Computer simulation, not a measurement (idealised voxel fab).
process module | voxel capacitor over wiring
cross-section cut | 265 nm wide | cells 5 nm
A cross-section is a grid of square cells, given in bands from the top down. A band is one or more rows of cells.
Each band's line starts with the height of the band's top and of its bottom, in nm. Then come its materials from left to right, each with its width in nm. One material with "throughout" fills the band from edge to edge. "air" is empty space.
Height 0 is the level under which the wafer as received is all one material. The lowest band goes on downwards, as in "0 down".
A width such as "30 to 40" changes by the same amount from each row of cells to the next, from the band's top row to its bottom row.
"no change" after a step means that no cell of the cross-section changed.
closed voids: empty space of 8 cells or more with no open way to the top, each as width x height at its distance from the left edge, in nm
after a step's settings: what the simulator itself notes on the step
overlay nm, on a step with a mask: how far to the right of its planned place the mask lay; to the left if negative
plan
1 op RECEIVE | material Si
2 op CONFORMAL_DEP | material SiO2 | thk nm 15
3 op DIRECTIONAL_DEP | material TiN | thk nm 5
4 op DIRECTIONAL_DEP | material W | thk nm 15
5 op PATTERN | tone cover | mask id METAL_1 | material resist | width nm 25 | pitch nm 80 | thk nm 15 | overlay nm 0
6 op DIRECTIONAL_ETCH | etch materials W | depth nm 15
7 op DIRECTIONAL_ETCH | etch materials TiN | depth nm 5
8 op STRIP | etch materials resist
9 op CONFORMAL_DEP | material SiCN | thk nm 5
10 op FILL_DEP | material lowk | thk nm 5
11 op CMP | height nm 35
12 op CONFORMAL_DEP | material SiCN | thk nm 5
13 op DIRECTIONAL_DEP | material lowk | thk nm 20
14 op PATTERN | tone open | mask id PLUG_1 | material resist | width nm 15 | thk nm 15 | overlay nm 0
15 op DIRECTIONAL_ETCH | etch materials lowk | depth nm 20
16 op DIRECTIONAL_ETCH | etch materials SiCN | depth nm 5
17 op STRIP | etch materials resist
18 op CONFORMAL_DEP | material TiN | thk nm 5
19 op FILL_DEP | material W | thk nm 5
20 op CMP | height nm 60
21 op DIRECTIONAL_DEP | material TiN | thk nm 5
22 op DIRECTIONAL_DEP | material HfO2 | thk nm 5
23 op DIRECTIONAL_DEP | material TiN | thk nm 5
24 op PATTERN | tone cover | mask id UPPER_PLATE | material resist | width nm 60 | thk nm 15 | overlay nm 0
25 op DIRECTIONAL_ETCH | etch materials TiN | depth nm 5
26 op DIRECTIONAL_ETCH | etch materials HfO2 | depth nm 5
27 op STRIP | etch materials resist
28 op PATTERN | tone cover | mask id LOWER_PLATE | material resist | width nm 70 | thk nm 15 | overlay nm 0
29 op DIRECTIONAL_ETCH | etch materials TiN | depth nm 5
30 op STRIP | etch materials resist
31 op FILL_DEP | material SiO2 | thk nm 15
32 op CMP | height nm 85
33 op DIRECTIONAL_DEP | material aC | thk nm 10
34 op PATTERN | tone open | mask id PLUG_2 | material resist | width nm 15 | thk nm 30 | overlay nm 0
35 op DIRECTIONAL_ETCH | etch materials aC | depth nm 10
36 op STRIP | etch materials resist
37 op DIRECTIONAL_ETCH | etch materials SiO2 | depth nm 10
38 op STRIP | etch materials aC
39 op CONFORMAL_DEP | material TiN | thk nm 5
40 op FILL_DEP | material Ru | thk nm 10
41 op CMP | height nm 85
42 op CONFORMAL_DEP | material SiCN | thk nm 5
as received, after step 1
  0 down: Si throughout
  closed voids: none
first wafer at the end, as planned
  90 to 85: SiCN throughout
  85 to 80: SiO2 100 | TiN 5 | Ru 5 | TiN 5 | SiO2 150
  80 to 70: SiO2 100 to 90 | TiN 15 to 60 | SiO2 150 to 115
  70 to 65: SiO2 90 | HfO2 60 | SiO2 115
  65 to 60: SiO2 85 | TiN 70 | SiO2 110
  60 to 40: lowk 90 | TiN 5 | W 5 | TiN 5 | lowk 160
  40 to 35: SiCN 90 | TiN 15 | SiCN 160
  35 to 20: lowk 75 | SiCN 5 | W 25 | SiCN 5 | lowk 45 | SiCN 5 | W 25 | SiCN 5 | lowk 75
  20 to 15: SiCN 80 | TiN 25 | SiCN 55 | TiN 25 | SiCN 80
  15 to 0: SiO2 throughout
  0 down: Si throughout
  closed voids: none
second wafer at the end: like start, like plan, one mistake
  90 to 85: SiCN throughout
  85 to 80: SiO2 100 | aC 5 | Ru 5 | aC 5 | SiO2 150
  80 to 75: SiO2 100 | aC 15 | SiO2 150
  75 to 70: SiO2 90 | TiN 60 | SiO2 115
  70 to 65: SiO2 90 | HfO2 60 | SiO2 115
  65 to 60: SiO2 85 | TiN 70 | SiO2 110
  60 to 40: lowk 90 | TiN 5 | W 5 | TiN 5 | lowk 160
  40 to 35: SiCN 90 | TiN 15 | SiCN 160
  35 to 20: lowk 75 | SiCN 5 | W 25 | SiCN 5 | lowk 45 | SiCN 5 | W 25 | SiCN 5 | lowk 75
  20 to 15: SiCN 80 | TiN 25 | SiCN 55 | TiN 25 | SiCN 80
  15 to 0: SiO2 throughout
  0 down: Si throughout
  closed voids: none
what went wrong: step 39 ran as: op CONFORMAL_DEP | material aC | thk nm 5
at the end the second wafer has, in cells: 5 fewer of TiN | 5 more of aC
